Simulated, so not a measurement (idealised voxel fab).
process module | voxel wiring stack
cross-section cut | 300 nm wide | cells 5 nm
A cross-section is a grid of square cells, given in bands from the top down. A band is one or more rows of cells.
Each band's line starts with the height of the band's top and of its bottom, in nm. Then come its materials from left to right, each with its width in nm. One material with "throughout" fills the band from edge to edge. "air" is empty space.
Height 0 is the level under which the wafer as received is all one material. The lowest band goes on downwards, as in "0 down".
A width such as "30 to 40" changes by the same amount from each row of cells to the next, from the band's top row to its bottom row.
"no change" after a step means that no cell of the cross-section changed.
closed voids: empty space of 8 cells or more with no open way to the top, each as width x height at its distance from the left edge, in nm
after a step's settings: what the simulator itself notes on the step
overlay nm, on a step with a mask: how far to the right of its planned place the mask lay; to the left if negative
plan
1 op RECEIVE | material Si
2 op CONFORMAL_DEP | material SiO2 | thk nm 15
3 op DIRECTIONAL_DEP | material TiN | thk nm 5
4 op DIRECTIONAL_DEP | material Ru | thk nm 25
5 op PATTERN | tone cover | mask id METAL_1 | material resist | width nm 20 | pitch nm 35 | thk nm 20 | overlay nm 0
6 op DIRECTIONAL_ETCH | etch materials Ru | depth nm 25
7 op DIRECTIONAL_ETCH | etch materials TiN | depth nm 5
8 op STRIP | etch materials resist
9 op FILL_DEP | material SiO2 | thk nm 5
10 op CMP | height nm 45
11 op CONFORMAL_DEP | material SiCN | thk nm 5
12 op DIRECTIONAL_DEP | material SiO2 | thk nm 30
13 op PATTERN | tone open | mask id METAL_2_HOLES | material resist | width nm 15 | pitch nm 35 | thk nm 20 | overlay nm 0
14 op DIRECTIONAL_ETCH | etch materials SiO2 | depth nm 30
15 op STRIP | etch materials resist
16 op PATTERN | tone open | mask id METAL_2 | material resist | width nm 20 | pitch nm 35 | thk nm 20 | overlay nm 0
17 op DIRECTIONAL_ETCH | etch materials SiO2 | depth nm 15
18 op DIRECTIONAL_ETCH | etch materials SiCN | depth nm 5
19 op STRIP | etch materials resist
20 op CONFORMAL_DEP | material TiN | thk nm 5
21 op FILL_DEP | material Cu | thk nm 10
22 op CMP | height nm 80
23 op CONFORMAL_DEP | material SiCN | thk nm 5
24 op DIRECTIONAL_DEP | material SiO2 | thk nm 10
25 op MASKED_ETCH | tone open | mask id PLUG_2 | width nm 15 | pitch nm 35 | etch materials SiO2 | depth nm 10 | overlay nm 0
26 op MASKED_ETCH | tone open | mask id PLUG_2 | width nm 15 | pitch nm 35 | etch materials SiCN | depth nm 5 | overlay nm 0
27 op EPI | material Ru | thk nm 10
28 op EPI | material Ru | thk nm 5
29 op DIRECTIONAL_DEP | material TiN | thk nm 5
30 op DIRECTIONAL_DEP | material Ru | thk nm 20
31 op MASKED_ETCH | tone cover | mask id METAL_3 | width nm 20 | pitch nm 35 | etch materials Ru | depth nm 20 | overlay nm 0
32 op MASKED_ETCH | tone cover | mask id METAL_3 | width nm 20 | pitch nm 35 | etch materials TiN | depth nm 5 | overlay nm 0
33 op FILL_DEP | material SiO2 | thk nm 10
34 op CMP | height nm 120
35 op CONFORMAL_DEP | material SiCN | thk nm 5
36 op DIRECTIONAL_DEP | material SiO2 | thk nm 20
37 op DIRECTIONAL_DEP | material aC | thk nm 10
38 op PATTERN | tone open | mask id PLUG_3 | material resist | width nm 15 | pitch nm 35 | thk nm 25 | overlay nm 0
39 op DIRECTIONAL_ETCH | etch materials aC | depth nm 10
40 op STRIP | etch materials resist
41 op DIRECTIONAL_ETCH | etch materials SiO2 | depth nm 20
42 op DIRECTIONAL_ETCH | etch materials SiCN | depth nm 5
43 op STRIP | etch materials aC
44 op CONFORMAL_DEP | material TiN | thk nm 5
45 op FILL_DEP | material Cu | thk nm 10
46 op CMP | height nm 145
47 op DIRECTIONAL_DEP | material TiN | thk nm 5
48 op DIRECTIONAL_DEP | material W | thk nm 25
49 op MASKED_ETCH | tone cover | mask id METAL_4 | width nm 20 | pitch nm 35 | etch materials W | depth nm 25 | overlay nm 0
50 op MASKED_ETCH | tone cover | mask id METAL_4 | width nm 20 | pitch nm 35 | etch materials TiN | depth nm 5 | overlay nm 0
51 op CONFORMAL_DEP | material SiN | thk nm 5
52 op FILL_DEP | material lowk | thk nm 5
53 op CMP | height nm 175
54 op CONFORMAL_DEP | material SiN | thk nm 5
first wafer, as planned
as received, after step 1
  0 down: Si throughout
  closed voids: none
after step 2
  15 to 0: SiO2 throughout
  below 0: unchanged
after step 3
  20 to 15: TiN throughout
  below 15: unchanged
after step 4
  45 to 20: Ru throughout
  below 20: unchanged
after step 5
  65 to 45: air 85 | resist 20 | air 15 | resist 20 | air 15 | resist 20 | air 15 | resist 20 | air 90
  below 45: unchanged
after step 6
  65 to 45: air 85 | resist 20 | air 15 | resist 20 | air 15 | resist 20 | air 15 | resist 20 | air 90
  45 to 20: air 85 | Ru 20 | air 15 | Ru 20 | air 15 | Ru 20 | air 15 | Ru 20 | air 90
  below 20: unchanged
after step 7
  65 to 45: air 85 | resist 20 | air 15 | resist 20 | air 15 | resist 20 | air 15 | resist 20 | air 90
  45 to 20: air 85 | Ru 20 | air 15 | Ru 20 | air 15 | Ru 20 | air 15 | Ru 20 | air 90
  20 to 15: air 85 | TiN 20 | air 15 | TiN 20 | air 15 | TiN 20 | air 15 | TiN 20 | air 90
  below 15: unchanged
after step 8
  45 to 20: air 85 | Ru 20 | air 15 | Ru 20 | air 15 | Ru 20 | air 15 | Ru 20 | air 90
  below 20: unchanged
after step 9
  50 to 45: SiO2 throughout
  45 to 20: SiO2 85 | Ru 20 | SiO2 15 | Ru 20 | SiO2 15 | Ru 20 | SiO2 15 | Ru 20 | SiO2 90
  20 to 15: SiO2 85 | TiN 20 | SiO2 15 | TiN 20 | SiO2 15 | TiN 20 | SiO2 15 | TiN 20 | SiO2 90
  below 15: unchanged
after step 10
  45 to 20: SiO2 85 | Ru 20 | SiO2 15 | Ru 20 | SiO2 15 | Ru 20 | SiO2 15 | Ru 20 | SiO2 90
  below 20: unchanged
after step 11
  50 to 45: SiCN throughout
  below 45: unchanged
after step 12
  80 to 50: SiO2 throughout
  below 50: unchanged
after step 13
  100 to 80: resist 85 | air 15 | resist 20 | air 15 | resist 20 | air 15 | resist 20 | air 15 | resist 95
  below 80: unchanged
after step 14
  100 to 80: resist 85 | air 15 | resist 20 | air 15 | resist 20 | air 15 | resist 20 | air 15 | resist 95
  80 to 50: SiO2 85 | air 15 | SiO2 20 | air 15 | SiO2 20 | air 15 | SiO2 20 | air 15 | SiO2 95
  below 50: unchanged
after step 15
  80 to 50: SiO2 85 | air 15 | SiO2 20 | air 15 | SiO2 20 | air 15 | SiO2 20 | air 15 | SiO2 95
  below 50: unchanged
after step 16
  100 to 80: resist 85 | air 20 | resist 15 | air 20 | resist 15 | air 20 | resist 15 | air 20 | resist 90
  below 80: unchanged
after step 17
  100 to 80: resist 85 | air 20 | resist 15 | air 20 | resist 15 | air 20 | resist 15 | air 20 | resist 90
  80 to 65: SiO2 85 | air 20 | SiO2 15 | air 20 | SiO2 15 | air 20 | SiO2 15 | air 20 | SiO2 90
  below 65: unchanged
after step 18
  100 to 80: resist 85 | air 20 | resist 15 | air 20 | resist 15 | air 20 | resist 15 | air 20 | resist 90
  80 to 65: SiO2 85 | air 20 | SiO2 15 | air 20 | SiO2 15 | air 20 | SiO2 15 | air 20 | SiO2 90
  65 to 50: SiO2 85 | air 15 | SiO2 20 | air 15 | SiO2 20 | air 15 | SiO2 20 | air 15 | SiO2 95
  50 to 45: SiCN 85 | air 15 | SiCN 20 | air 15 | SiCN 20 | air 15 | SiCN 20 | air 15 | SiCN 95
  below 45: unchanged
after step 19
  80 to 65: SiO2 85 | air 20 | SiO2 15 | air 20 | SiO2 15 | air 20 | SiO2 15 | air 20 | SiO2 90
  below 65: unchanged
after step 20
  85 to 80: TiN 90 | air 10 | TiN 25 | air 10 | TiN 25 | air 10 | TiN 25 | air 10 | TiN 95
  80 to 70: SiO2 85 | TiN 5 | air 10 | TiN 5 | SiO2 15 | TiN 5 | air 10 | TiN 5 | SiO2 15 | TiN 5 | air 10 | TiN 5 | SiO2 15 | TiN 5 | air 10 | TiN 5 | SiO2 90
  70 to 65: SiO2 85 | TiN 5 | air 5 | TiN 10 | SiO2 15 | TiN 5 | air 5 | TiN 10 | SiO2 15 | TiN 5 | air 5 | TiN 10 | SiO2 15 | TiN 5 | air 5 | TiN 10 | SiO2 90
  65 to 50: SiO2 85 | TiN 5 | air 5 | TiN 5 | SiO2 20 | TiN 5 | air 5 | TiN 5 | SiO2 20 | TiN 5 | air 5 | TiN 5 | SiO2 20 | TiN 5 | air 5 | TiN 5 | SiO2 95
  50 to 45: SiCN 85 | TiN 15 | SiCN 20 | TiN 15 | SiCN 20 | TiN 15 | SiCN 20 | TiN 15 | SiCN 95
  below 45: unchanged
after step 21
  95 to 85: Cu throughout
  85 to 80: TiN 90 | Cu 10 | TiN 25 | Cu 10 | TiN 25 | Cu 10 | TiN 25 | Cu 10 | TiN 95
  80 to 70: SiO2 85 | TiN 5 | Cu 10 | TiN 5 | SiO2 15 | TiN 5 | Cu 10 | TiN 5 | SiO2 15 | TiN 5 | Cu 10 | TiN 5 | SiO2 15 | TiN 5 | Cu 10 | TiN 5 | SiO2 90
  70 to 65: SiO2 85 | TiN 5 | Cu 5 | TiN 10 | SiO2 15 | TiN 5 | Cu 5 | TiN 10 | SiO2 15 | TiN 5 | Cu 5 | TiN 10 | SiO2 15 | TiN 5 | Cu 5 | TiN 10 | SiO2 90
  65 to 50: SiO2 85 | TiN 5 | Cu 5 | TiN 5 | SiO2 20 | TiN 5 | Cu 5 | TiN 5 | SiO2 20 | TiN 5 | Cu 5 | TiN 5 | SiO2 20 | TiN 5 | Cu 5 | TiN 5 | SiO2 95
  below 50: unchanged
after step 22
  80 to 70: SiO2 85 | TiN 5 | Cu 10 | TiN 5 | SiO2 15 | TiN 5 | Cu 10 | TiN 5 | SiO2 15 | TiN 5 | Cu 10 | TiN 5 | SiO2 15 | TiN 5 | Cu 10 | TiN 5 | SiO2 90
  below 70: unchanged
after step 23
  85 to 80: SiCN throughout
  below 80: unchanged
after step 24
  95 to 85: SiO2 throughout
  below 85: unchanged
after step 25
  95 to 85: SiO2 85 | air 15 | SiO2 20 | air 15 | SiO2 20 | air 15 | SiO2 20 | air 15 | SiO2 95
  below 85: unchanged
after step 26
  95 to 85: SiO2 85 | air 15 | SiO2 20 | air 15 | SiO2 20 | air 15 | SiO2 20 | air 15 | SiO2 95
  85 to 80: SiCN 85 | air 15 | SiCN 20 | air 15 | SiCN 20 | air 15 | SiCN 20 | air 15 | SiCN 95
  below 80: unchanged
after step 27
  95 to 90: SiO2 85 | air 15 | SiO2 20 | air 15 | SiO2 20 | air 15 | SiO2 20 | air 15 | SiO2 95
  90 to 85: SiO2 85 | Ru 15 | SiO2 20 | Ru 15 | SiO2 20 | Ru 15 | SiO2 20 | Ru 15 | SiO2 95
  85 to 80: SiCN 85 | Ru 15 | SiCN 20 | Ru 15 | SiCN 20 | Ru 15 | SiCN 20 | Ru 15 | SiCN 95
  below 80: unchanged
after step 28
  95 to 85: SiO2 85 | Ru 15 | SiO2 20 | Ru 15 | SiO2 20 | Ru 15 | SiO2 20 | Ru 15 | SiO2 95
  below 85: unchanged
after step 29
  100 to 95: TiN throughout
  below 95: unchanged
after step 30
  120 to 100: Ru throughout
  below 100: unchanged
after step 31
  120 to 100: air 85 | Ru 20 | air 15 | Ru 20 | air 15 | Ru 20 | air 15 | Ru 20 | air 90
  below 100: unchanged
after step 32
  120 to 100: air 85 | Ru 20 | air 15 | Ru 20 | air 15 | Ru 20 | air 15 | Ru 20 | air 90
  100 to 95: air 85 | TiN 20 | air 15 | TiN 20 | air 15 | TiN 20 | air 15 | TiN 20 | air 90
  below 95: unchanged
after step 33
  130 to 120: SiO2 throughout
  120 to 100: SiO2 85 | Ru 20 | SiO2 15 | Ru 20 | SiO2 15 | Ru 20 | SiO2 15 | Ru 20 | SiO2 90
  100 to 95: SiO2 85 | TiN 20 | SiO2 15 | TiN 20 | SiO2 15 | TiN 20 | SiO2 15 | TiN 20 | SiO2 90
  below 95: unchanged
after step 34
  120 to 100: SiO2 85 | Ru 20 | SiO2 15 | Ru 20 | SiO2 15 | Ru 20 | SiO2 15 | Ru 20 | SiO2 90
  below 100: unchanged
after step 35
  125 to 120: SiCN throughout
  below 120: unchanged
after step 36
  145 to 125: SiO2 throughout
  below 125: unchanged
after step 37
  155 to 145: aC throughout
  below 145: unchanged
after step 38
  180 to 155: resist 85 | air 15 | resist 20 | air 15 | resist 20 | air 15 | resist 20 | air 15 | resist 95
  below 155: unchanged
after step 39
  170 to 155: resist 85 | air 15 | resist 20 | air 15 | resist 20 | air 15 | resist 20 | air 15 | resist 95
  155 to 145: aC 85 | air 15 | aC 20 | air 15 | aC 20 | air 15 | aC 20 | air 15 | aC 95
  below 145: unchanged
after step 40
  155 to 145: aC 85 | air 15 | aC 20 | air 15 | aC 20 | air 15 | aC 20 | air 15 | aC 95
  below 145: unchanged
after step 41
  155 to 145: aC 85 | air 15 | aC 20 | air 15 | aC 20 | air 15 | aC 20 | air 15 | aC 95
  145 to 125: SiO2 85 | air 15 | SiO2 20 | air 15 | SiO2 20 | air 15 | SiO2 20 | air 15 | SiO2 95
  below 125: unchanged
after step 42
  155 to 145: aC 85 | air 15 | aC 20 | air 15 | aC 20 | air 15 | aC 20 | air 15 | aC 95
  145 to 125: SiO2 85 | air 15 | SiO2 20 | air 15 | SiO2 20 | air 15 | SiO2 20 | air 15 | SiO2 95
  125 to 120: SiCN 85 | air 15 | SiCN 20 | air 15 | SiCN 20 | air 15 | SiCN 20 | air 15 | SiCN 95
  below 120: unchanged
after step 43
  145 to 125: SiO2 85 | air 15 | SiO2 20 | air 15 | SiO2 20 | air 15 | SiO2 20 | air 15 | SiO2 95
  below 125: unchanged
after step 44
  150 to 145: TiN 90 | air 5 | TiN 30 | air 5 | TiN 30 | air 5 | TiN 30 | air 5 | TiN 100
  145 to 125: SiO2 85 | TiN 5 | air 5 | TiN 5 | SiO2 20 | TiN 5 | air 5 | TiN 5 | SiO2 20 | TiN 5 | air 5 | TiN 5 | SiO2 20 | TiN 5 | air 5 | TiN 5 | SiO2 95
  125 to 120: SiCN 85 | TiN 15 | SiCN 20 | TiN 15 | SiCN 20 | TiN 15 | SiCN 20 | TiN 15 | SiCN 95
  below 120: unchanged
after step 45
  160 to 150: Cu throughout
  150 to 145: TiN 90 | Cu 5 | TiN 30 | Cu 5 | TiN 30 | Cu 5 | TiN 30 | Cu 5 | TiN 100
  145 to 125: SiO2 85 | TiN 5 | Cu 5 | TiN 5 | SiO2 20 | TiN 5 | Cu 5 | TiN 5 | SiO2 20 | TiN 5 | Cu 5 | TiN 5 | SiO2 20 | TiN 5 | Cu 5 | TiN 5 | SiO2 95
  below 125: unchanged
after step 46
  145 to 125: SiO2 85 | TiN 5 | Cu 5 | TiN 5 | SiO2 20 | TiN 5 | Cu 5 | TiN 5 | SiO2 20 | TiN 5 | Cu 5 | TiN 5 | SiO2 20 | TiN 5 | Cu 5 | TiN 5 | SiO2 95
  below 125: unchanged
after step 47
  150 to 145: TiN throughout
  below 145: unchanged
after step 48
  175 to 150: W throughout
  below 150: unchanged
after step 49
  175 to 150: air 85 | W 20 | air 15 | W 20 | air 15 | W 20 | air 15 | W 20 | air 90
  below 150: unchanged
after step 50
  175 to 150: air 85 | W 20 | air 15 | W 20 | air 15 | W 20 | air 15 | W 20 | air 90
  150 to 145: air 85 | TiN 20 | air 15 | TiN 20 | air 15 | TiN 20 | air 15 | TiN 20 | air 90
  below 145: unchanged
after step 51
  180 to 175: air 80 | SiN 30 | air 5 | SiN 30 | air 5 | SiN 30 | air 5 | SiN 30 | air 85
  175 to 150: air 80 | SiN 5 | W 20 | SiN 5 | air 5 | SiN 5 | W 20 | SiN 5 | air 5 | SiN 5 | W 20 | SiN 5 | air 5 | SiN 5 | W 20 | SiN 5 | air 85
  150 to 145: SiN 85 | TiN 20 | SiN 15 | TiN 20 | SiN 15 | TiN 20 | SiN 15 | TiN 20 | SiN 90
  below 145: unchanged
after step 52
  185 to 180: lowk throughout
  180 to 175: lowk 80 | SiN 30 | lowk 5 | SiN 30 | lowk 5 | SiN 30 | lowk 5 | SiN 30 | lowk 85
  175 to 150: lowk 80 | SiN 5 | W 20 | SiN 5 | lowk 5 | SiN 5 | W 20 | SiN 5 | lowk 5 | SiN 5 | W 20 | SiN 5 | lowk 5 | SiN 5 | W 20 | SiN 5 | lowk 85
  below 150: unchanged
after step 53
  175 to 150: lowk 80 | SiN 5 | W 20 | SiN 5 | lowk 5 | SiN 5 | W 20 | SiN 5 | lowk 5 | SiN 5 | W 20 | SiN 5 | lowk 5 | SiN 5 | W 20 | SiN 5 | lowk 85
  below 150: unchanged
after step 54
  180 to 175: SiN throughout
  below 175: unchanged
second wafer: like start, like plan, one mistake. Through step 48 it matches the first wafer
when step 49 should have ended
  175 to 160: air 85 | W 20 | air 15 | W 20 | air 15 | W 20 | air 15 | W 20 | air 90
  below 160: unchanged
when step 50 should have ended: no change
when step 51 should have ended
  180 to 175: air 80 | SiN 30 | air 5 | SiN 30 | air 5 | SiN 30 | air 5 | SiN 30 | air 85
  175 to 165: air 80 | SiN 5 | W 20 | SiN 5 | air 5 | SiN 5 | W 20 | SiN 5 | air 5 | SiN 5 | W 20 | SiN 5 | air 5 | SiN 5 | W 20 | SiN 5 | air 85
  165 to 160: SiN 85 | W 20 | SiN 15 | W 20 | SiN 15 | W 20 | SiN 15 | W 20 | SiN 90
  below 160: unchanged
when step 52 should have ended
  185 to 180: lowk throughout
  180 to 175: lowk 80 | SiN 30 | lowk 5 | SiN 30 | lowk 5 | SiN 30 | lowk 5 | SiN 30 | lowk 85
  175 to 165: lowk 80 | SiN 5 | W 20 | SiN 5 | lowk 5 | SiN 5 | W 20 | SiN 5 | lowk 5 | SiN 5 | W 20 | SiN 5 | lowk 5 | SiN 5 | W 20 | SiN 5 | lowk 85
  below 165: unchanged
when step 53 should have ended
  175 to 165: lowk 80 | SiN 5 | W 20 | SiN 5 | lowk 5 | SiN 5 | W 20 | SiN 5 | lowk 5 | SiN 5 | W 20 | SiN 5 | lowk 5 | SiN 5 | W 20 | SiN 5 | lowk 85
  below 165: unchanged
when step 54 should have ended
  180 to 175: SiN throughout
  below 175: unchanged
what went wrong: step 49 ran as: op MASKED_ETCH | tone cover | mask id METAL_4 | width nm 20 | pitch nm 35 | etch materials W | depth nm 15 | overlay nm 0
at the end the second wafer has, in cells: 24 fewer of SiN | 44 more of TiN | 88 more of W | 108 fewer of lowk
